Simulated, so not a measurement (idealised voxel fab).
The following is a process module called voxel self aligned vias.
The width of the displayed cross-section, cut, is 240 nm; its cells are square, with a size of 5 nm.
Each cross-section below is a grid of square cells, stated as bands in top-down order, with one or more rows of cells making up each band.
The band entry comprises the height of the band's top followed by the height of its bottom, expressed in nm, and subsequently the band's materials from left to right, each stated together with its width in nm. Where a single material is marked with the word "full width", that material fills the band from edge to edge. The word "blank" represents empty space.
Below 0: as-received wafer, all one material; heights counted from there. Lowest band: no bottom, goes on down, written "z 0 and below".
The width entry "30->40" should be interpreted row by row: the top row of cells in the band takes the first number, the bottom row takes the second number, and the change between adjacent rows is uniform throughout.
The cross-section has no changed cell in any step marked "nothing got changed".
"Completely enclosed voids" lists enclosed empty spaces (at least 8 cells, no open path upward to the top), each as width x height at distance from the left edge, in nm.
Where a step's line continues beyond its settings, the continuation is a remark by the simulator itself on that step.
On any step carrying a mask, the "overlay nm" setting, if present on the step's line, tells how far right of its planned place the mask lay; negative values point to the left.
Steps in the process plan
1: RECEIVE [material Si]
2: CONFORMAL_DEP [material SiO2] [thk nm 15]
3: CONFORMAL_DEP [material SiCN] [thk nm 5]
4: DIRECTIONAL_DEP [material SiO2] [thk nm 20]
5: DIRECTIONAL_DEP [material aC] [thk nm 10]
6: PATTERN [tone open] [mask id LINES] [material resist] [width nm 25] [pitch nm 55] [thk nm 30] [overlay nm 0]
7: DIRECTIONAL_ETCH [etch materials aC] [depth nm 10]
8: STRIP [etch materials resist]
9: DIRECTIONAL_ETCH [etch materials SiO2] [depth nm 20]
10: STRIP [etch materials aC]
11: CONFORMAL_DEP [material TiN] [thk nm 5]
12: FILL_DEP [material W] [thk nm 5]
13: CMP [height nm 40]
14: SELECTIVE_ETCH [etch materials W Ru TiN] [depth nm 5]
15: FILL_DEP [material SiN] [thk nm 5]
16: CMP [height nm 40]
17: DIRECTIONAL_DEP [material SiO2] [thk nm 20]
18: DIRECTIONAL_DEP [material aC] [thk nm 10]
19: PATTERN [tone open] [mask id VIAS] [material resist] [width nm 35] [pitch nm 55] [thk nm 25] [overlay nm 0]
20: DIRECTIONAL_ETCH [etch materials aC] [depth nm 10]
21: STRIP [etch materials resist]
22: DIRECTIONAL_ETCH [etch materials SiO2] [depth nm 20]
23: DIRECTIONAL_ETCH [etch materials SiN] [depth nm 5]
24: STRIP [etch materials aC]
25: CONFORMAL_DEP [material TiN] [thk nm 5]
26: FILL_DEP [material Ru] [thk nm 5]
27: CMP [height nm 60]
28: CONFORMAL_DEP [material SiN] [thk nm 5]
The first of the two wafers, which ran as planned
Cross-section, incoming material, after step 1
* z 0 and below  Si full width
* Completely enclosed voids: none
Presented here is a cross-section of the wafer after step 2 has been performed
* z 15 to 0  SiO2 full width
* Below 0 it's all the same as before, nothing changed down there.
Presented here is a cross-section of the wafer after step 3 has been performed
* z 20 to 15  SiCN full width
* Below 15 it's all the same as before, nothing changed down there.
Presented here is a cross-section of the wafer after step 4 has been performed
* z 40 to 20  SiO2 full width
* Below 20 it's all the same as before, nothing changed down there.
Presented here is a cross-section of the wafer after step 5 has been performed
* z 50 to 40  aC full width
* Below 40 it's all the same as before, nothing changed down there.
Presented here is a cross-section of the wafer after step 6 has been performed
* z 80 to 50  resist=80 | blank=25 | resist=30 | blank=25 | resist=80
* Below 50 it's all the same as before, nothing changed down there.
Presented here is a cross-section of the wafer after step 7 has been performed
* z 70 to 50  resist=80 | blank=25 | resist=30 | blank=25 | resist=80
* z 50 to 40  aC=80 | blank=25 | aC=30 | blank=25 | aC=80
* Below 40 it's all the same as before, nothing changed down there.
Presented here is a cross-section of the wafer after step 8 has been performed
* z 50 to 40  aC=80 | blank=25 | aC=30 | blank=25 | aC=80
* Below 40 it's all the same as before, nothing changed down there.
Presented here is a cross-section of the wafer after step 9 has been performed
* z 50 to 40  aC=80 | blank=25 | aC=30 | blank=25 | aC=80
* z 40 to 20  SiO2=80 | blank=25 | SiO2=30 | blank=25 | SiO2=80
* Below 20 it's all the same as before, nothing changed down there.
Presented here is a cross-section of the wafer after step 10 has been performed
* z 40 to 20  SiO2=80 | blank=25 | SiO2=30 | blank=25 | SiO2=80
* Below 20 it's all the same as before, nothing changed down there.
Presented here is a cross-section of the wafer after step 11 has been performed
* z 45 to 40  TiN=85 | blank=15 | TiN=40 | blank=15 | TiN=85
* z 40 to 25  SiO2=80 | TiN=5 | blank=15 | TiN=5 | SiO2=30 | TiN=5 | blank=15 | TiN=5 | SiO2=80
* z 25 to 20  SiO2=80 | TiN=25 | SiO2=30 | TiN=25 | SiO2=80
* Below 20 it's all the same as before, nothing changed down there.
Presented here is a cross-section of the wafer after step 12 has been performed
* z 50 to 45  W full width
* z 45 to 40  TiN=85 | W=15 | TiN=40 | W=15 | TiN=85
* z 40 to 25  SiO2=80 | TiN=5 | W=15 | TiN=5 | SiO2=30 | TiN=5 | W=15 | TiN=5 | SiO2=80
* Below 25 it's all the same as before, nothing changed down there.
Presented here is a cross-section of the wafer after step 13 has been performed
* z 40 to 25  SiO2=80 | TiN=5 | W=15 | TiN=5 | SiO2=30 | TiN=5 | W=15 | TiN=5 | SiO2=80
* Below 25 it's all the same as before, nothing changed down there.
Presented here is a cross-section of the wafer after step 14 has been performed
* z 40 to 35  SiO2=80 | blank=25 | SiO2=30 | blank=25 | SiO2=80
* Below 35 it's all the same as before, nothing changed down there.
Presented here is a cross-section of the wafer after step 15 has been performed
* z 45 to 40  SiN full width
* z 40 to 35  SiO2=80 | SiN=25 | SiO2=30 | SiN=25 | SiO2=80
* Below 35 it's all the same as before, nothing changed down there.
Presented here is a cross-section of the wafer after step 16 has been performed
* z 40 to 35  SiO2=80 | SiN=25 | SiO2=30 | SiN=25 | SiO2=80
* Below 35 it's all the same as before, nothing changed down there.
Presented here is a cross-section of the wafer after step 17 has been performed
* z 60 to 40  SiO2 full width
* Below 40 it's all the same as before, nothing changed down there.
Presented here is a cross-section of the wafer after step 18 has been performed
* z 70 to 60  aC full width
* Below 60 it's all the same as before, nothing changed down there.
Presented here is a cross-section of the wafer after step 19 has been performed
* z 95 to 70  resist=75 | blank=35 | resist=20 | blank=35 | resist=75
* Below 70 it's all the same as before, nothing changed down there.
Presented here is a cross-section of the wafer after step 20 has been performed
* z 85 to 70  resist=75 | blank=35 | resist=20 | blank=35 | resist=75
* z 70 to 60  aC=75 | blank=35 | aC=20 | blank=35 | aC=75
* Below 60 it's all the same as before, nothing changed down there.
Presented here is a cross-section of the wafer after step 21 has been performed
* z 70 to 60  aC=75 | blank=35 | aC=20 | blank=35 | aC=75
* Below 60 it's all the same as before, nothing changed down there.
Presented here is a cross-section of the wafer after step 22 has been performed
* z 70 to 60  aC=75 | blank=35 | aC=20 | blank=35 | aC=75
* z 60 to 40  SiO2=75 | blank=35 | SiO2=20 | blank=35 | SiO2=75
* Below 40 it's all the same as before, nothing changed down there.
Presented here is a cross-section of the wafer after step 23 has been performed
* z 70 to 60  aC=75 | blank=35 | aC=20 | blank=35 | aC=75
* z 60 to 40  SiO2=75 | blank=35 | SiO2=20 | blank=35 | SiO2=75
* z 40 to 35  SiO2=80 | blank=25 | SiO2=30 | blank=25 | SiO2=80
* Below 35 it's all the same as before, nothing changed down there.
Presented here is a cross-section of the wafer after step 24 has been performed
* z 60 to 40  SiO2=75 | blank=35 | SiO2=20 | blank=35 | SiO2=75
* Below 40 it's all the same as before, nothing changed down there.
Presented here is a cross-section of the wafer after step 25 has been performed
* z 65 to 60  TiN=80 | blank=25 | TiN=30 | blank=25 | TiN=80
* z 60 to 45  SiO2=75 | TiN=5 | blank=25 | TiN=5 | SiO2=20 | TiN=5 | blank=25 | TiN=5 | SiO2=75
* z 45 to 40  SiO2=75 | TiN=10 | blank=15 | TiN=10 | SiO2=20 | TiN=10 | blank=15 | TiN=10 | SiO2=75
* z 40 to 35  SiO2=80 | TiN=25 | SiO2=30 | TiN=25 | SiO2=80
* Below 35 it's all the same as before, nothing changed down there.
Presented here is a cross-section of the wafer after step 26 has been performed
* z 70 to 65  Ru full width
* z 65 to 60  TiN=80 | Ru=25 | TiN=30 | Ru=25 | TiN=80
* z 60 to 45  SiO2=75 | TiN=5 | Ru=25 | TiN=5 | SiO2=20 | TiN=5 | Ru=25 | TiN=5 | SiO2=75
* z 45 to 40  SiO2=75 | TiN=10 | Ru=15 | TiN=10 | SiO2=20 | TiN=10 | Ru=15 | TiN=10 | SiO2=75
* Below 40 it's all the same as before, nothing changed down there.
Presented here is a cross-section of the wafer after step 27 has been performed
* z 60 to 45  SiO2=75 | TiN=5 | Ru=25 | TiN=5 | SiO2=20 | TiN=5 | Ru=25 | TiN=5 | SiO2=75
* Below 45 it's all the same as before, nothing changed down there.
Presented here is a cross-section of the wafer after step 28 has been performed
* z 65 to 60  SiN full width
* Below 60 it's all the same as before, nothing changed down there.
The second wafer began exactly as the first did and followed the same plan, but one mistake was made while running it; through step 5 inclusive, the two wafers are identical
Cross-section of the second wafer at the time by which step 6 should have been completed according to the plan
* z 80 to 50  blank=80 | resist=25 | blank=30 | resist=25 | blank=80
* Below 50 it's all the same as before, nothing changed down there.
Cross-section of the second wafer at the time by which step 7 should have been completed according to the plan
* z 70 to 50  blank=80 | resist=25 | blank=30 | resist=25 | blank=80
* z 50 to 40  blank=80 | aC=25 | blank=30 | aC=25 | blank=80
* Below 40 it's all the same as before, nothing changed down there.
Cross-section of the second wafer at the time by which step 8 should have been completed according to the plan
* z 50 to 40  blank=80 | aC=25 | blank=30 | aC=25 | blank=80
* Below 40 it's all the same as before, nothing changed down there.
Cross-section of the second wafer at the time by which step 9 should have been completed according to the plan
* z 50 to 40  blank=80 | aC=25 | blank=30 | aC=25 | blank=80
* z 40 to 20  blank=80 | SiO2=25 | blank=30 | SiO2=25 | blank=80
* Below 20 it's all the same as before, nothing changed down there.
Cross-section of the second wafer at the time by which step 10 should have been completed according to the plan
* z 40 to 20  blank=80 | SiO2=25 | blank=30 | SiO2=25 | blank=80
* Below 20 it's all the same as before, nothing changed down there.
Cross-section of the second wafer at the time by which step 11 should have been completed according to the plan
* z 45 to 40  blank=75 | TiN=35 | blank=20 | TiN=35 | blank=75
* z 40 to 25  blank=75 | TiN=5 | SiO2=25 | TiN=5 | blank=20 | TiN=5 | SiO2=25 | TiN=5 | blank=75
* z 25 to 20  TiN=80 | SiO2=25 | TiN=30 | SiO2=25 | TiN=80
* Below 20 it's all the same as before, nothing changed down there.
Cross-section of the second wafer at the time by which step 12 should have been completed according to the plan
* z 50 to 45  W full width
* z 45 to 40  W=75 | TiN=35 | W=20 | TiN=35 | W=75
* z 40 to 25  W=75 | TiN=5 | SiO2=25 | TiN=5 | W=20 | TiN=5 | SiO2=25 | TiN=5 | W=75
* Below 25 it's all the same as before, nothing changed down there.
Cross-section of the second wafer at the time by which step 13 should have been completed according to the plan
* z 40 to 25  W=75 | TiN=5 | SiO2=25 | TiN=5 | W=20 | TiN=5 | SiO2=25 | TiN=5 | W=75
* Below 25 it's all the same as before, nothing changed down there.
Cross-section of the second wafer at the time by which step 14 should have been completed according to the plan
* z 40 to 35  blank=80 | SiO2=25 | blank=30 | SiO2=25 | blank=80
* Below 35 it's all the same as before, nothing changed down there.
Cross-section of the second wafer at the time by which step 15 should have been completed according to the plan
* z 45 to 40  SiN full width
* z 40 to 35  SiN=80 | SiO2=25 | SiN=30 | SiO2=25 | SiN=80
* Below 35 it's all the same as before, nothing changed down there.
Cross-section of the second wafer at the time by which step 16 should have been completed according to the plan
* z 40 to 35  SiN=80 | SiO2=25 | SiN=30 | SiO2=25 | SiN=80
* Below 35 it's all the same as before, nothing changed down there.
Cross-section of the second wafer at the time by which step 17 should have been completed according to the plan
* z 60 to 40  SiO2 full width
* Below 40 it's all the same as before, nothing changed down there.
Cross-section of the second wafer at the time by which step 18 should have been completed according to the plan
* z 70 to 60  aC full width
* Below 60 it's all the same as before, nothing changed down there.
Cross-section of the second wafer at the time by which step 19 should have been completed according to the plan
* z 95 to 70  resist=75 | blank=35 | resist=20 | blank=35 | resist=75
* Below 70 it's all the same as before, nothing changed down there.
Cross-section of the second wafer at the time by which step 20 should have been completed according to the plan
* z 85 to 70  resist=75 | blank=35 | resist=20 | blank=35 | resist=75
* z 70 to 60  aC=75 | blank=35 | aC=20 | blank=35 | aC=75
* Below 60 it's all the same as before, nothing changed down there.
Cross-section of the second wafer at the time by which step 21 should have been completed according to the plan
* z 70 to 60  aC=75 | blank=35 | aC=20 | blank=35 | aC=75
* Below 60 it's all the same as before, nothing changed down there.
Cross-section of the second wafer at the time by which step 22 should have been completed according to the plan
* z 70 to 60  aC=75 | blank=35 | aC=20 | blank=35 | aC=75
* z 60 to 40  SiO2=75 | blank=35 | SiO2=20 | blank=35 | SiO2=75
* Below 40 it's all the same as before, nothing changed down there.
Cross-section of the second wafer at the time by which step 23 should have been completed according to the plan
* z 70 to 60  aC=75 | blank=35 | aC=20 | blank=35 | aC=75
* z 60 to 40  SiO2=75 | blank=35 | SiO2=20 | blank=35 | SiO2=75
* z 40 to 35  SiN=75 | blank=5 | SiO2=25 | blank=5 | SiN=20 | blank=5 | SiO2=25 | blank=5 | SiN=75
* Below 35 it's all the same as before, nothing changed down there.
Cross-section of the second wafer at the time by which step 24 should have been completed according to the plan
* z 60 to 40  SiO2=75 | blank=35 | SiO2=20 | blank=35 | SiO2=75
* Below 40 it's all the same as before, nothing changed down there.
Cross-section of the second wafer at the time by which step 25 should have been completed according to the plan
* z 65 to 60  TiN=80 | blank=25 | TiN=30 | blank=25 | TiN=80
* z 60 to 45  SiO2=75 | TiN=5 | blank=25 | TiN=5 | SiO2=20 | TiN=5 | blank=25 | TiN=5 | SiO2=75
* z 45 to 40  SiO2=75 | TiN=35 | SiO2=20 | TiN=35 | SiO2=75
* z 40 to 35  SiN=75 | TiN=5 | SiO2=25 | TiN=5 | SiN=20 | TiN=5 | SiO2=25 | TiN=5 | SiN=75
* Below 35 it's all the same as before, nothing changed down there.
Cross-section of the second wafer at the time by which step 26 should have been completed according to the plan
* z 70 to 65  Ru full width
* z 65 to 60  TiN=80 | Ru=25 | TiN=30 | Ru=25 | TiN=80
* z 60 to 45  SiO2=75 | TiN=5 | Ru=25 | TiN=5 | SiO2=20 | TiN=5 | Ru=25 | TiN=5 | SiO2=75
* Below 45 it's all the same as before, nothing changed down there.
Cross-section of the second wafer at the time by which step 27 should have been completed according to the plan
* z 60 to 45  SiO2=75 | TiN=5 | Ru=25 | TiN=5 | SiO2=20 | TiN=5 | Ru=25 | TiN=5 | SiO2=75
* Below 45 it's all the same as before, nothing changed down there.
Cross-section of the second wafer at the time by which step 28 should have been completed according to the plan
* z 65 to 60  SiN full width
* Below 60 it's all the same as before, nothing changed down there.
Error vs. plan: step 6 deviated from plan and actually ran as PATTERN [tone cover] [mask id LINES] [material resist] [width nm 25] [pitch nm 55] [thk nm 30] [overlay nm 0]
Wrapping up, a cell-based count of both wafers puts the second over or under the first for these materials: 6 fewer of Ru, 34 more of SiN, 112 fewer of SiO2, 28 more of TiN, 56 more of W
